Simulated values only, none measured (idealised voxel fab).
Documented hereafter: the process module known as voxel ribs on slabs.
In the cross-section labelled cut, the width is 200 nm and each square cell is 5 nm.
Bands, listed from the top down, are how a cross-section gets written in this document; the cross-section itself is a grid of square cells, and a band is one or more rows of them. Heights first: top, then bottom, in nm. Then materials, left to right, each with a width in nm. "everywhere" on a single material: fills the band edge to edge. "blank": empty space. Ref level 0: as-received wafer is one material below here. Bottom band extends down with no lower bound ("0 -> down"). Per-row width for "30 to 40": begins at first number (top row of band), ends at second number (bottom row), increment between rows held constant. "nothing different" -> step changed no cross-section cell. Any empty space of 8 cells or more lacking an open way to the top shows up in "closed voids" as width x height at distance, distance from the left edge, in nm. If you see something after the settings on a step's line, that's the simulator's own remark about that step. The setting "overlay nm" may be written on the line of a step. When the step uses a mask, the value reports how far to the right of the planned place the mask lay, and a negative value reports that it lay to the left.
The following list gives the planned process steps:
| 1 | RECEIVE (material Si) |
| 2 | DIRECTIONAL_DEP (material SiO2; thk nm 25) |
| 3 | DIRECTIONAL_DEP (material polySi; thk nm 15) |
| 4 | MASKED_ETCH (tone cover; mask id RIB; width nm 20; etch materials polySi; depth nm 10; overlay nm 0) |
| 5 | MASKED_ETCH (tone cover; mask id SLAB; width nm 60; etch materials polySi; depth nm 5; overlay nm 0) |
| 6 | FILL_DEP (material SiO2; thk nm 20) |
| 7 | CMP (height nm 55) |
| 8 | DIRECTIONAL_DEP (material TiN; thk nm 5) |
| 9 | PATTERN (tone cover; mask id HEATER; material resist; width nm 30; thk nm 15; overlay nm 0) |
| 10 | DIRECTIONAL_ETCH (etch materials TiN; depth nm 5) |
| 11 | STRIP (etch materials resist) |
| 12 | CONFORMAL_DEP (material SiN; thk nm 10) |
So this is the incoming wafer in cross-section - it's already been through step 1:
	0 -> down: Si everywhere
	closed voids: none
Cross-section, first of two wafers, end of module, run as planned:
	70 -> 65: blank 75 nm, then SiN 50 nm, then blank 75 nm
	65 -> 60: SiN everywhere
	60 -> 55: SiN 85 nm, then TiN 30 nm, then SiN 85 nm
	55 -> 40: SiO2 everywhere
	40 -> 30: SiO2 90 nm, then polySi 20 nm, then SiO2 90 nm
	30 -> 25: SiO2 70 nm, then polySi 60 nm, then SiO2 70 nm
	25 -> 0: SiO2 everywhere
	0 -> down: Si everywhere
	closed voids: none
End of module, second wafer, cross-section. Started like the first, planned like the first, run with one mistake:
	60 -> 55: blank 85 nm, then TiN 30 nm, then blank 85 nm
	55 -> 40: SiO2 everywhere
	40 -> 30: SiO2 90 nm, then polySi 20 nm, then SiO2 90 nm
	30 -> 25: SiO2 70 nm, then polySi 60 nm, then SiO2 70 nm
	25 -> 0: SiO2 everywhere
	0 -> down: Si everywhere
	closed voids: none
What was the processing mistake? the run left out plan step 12 entirely, so it was never executed
Cell-count delta at end, second wafer over first, by material: 84 fewer of SiN
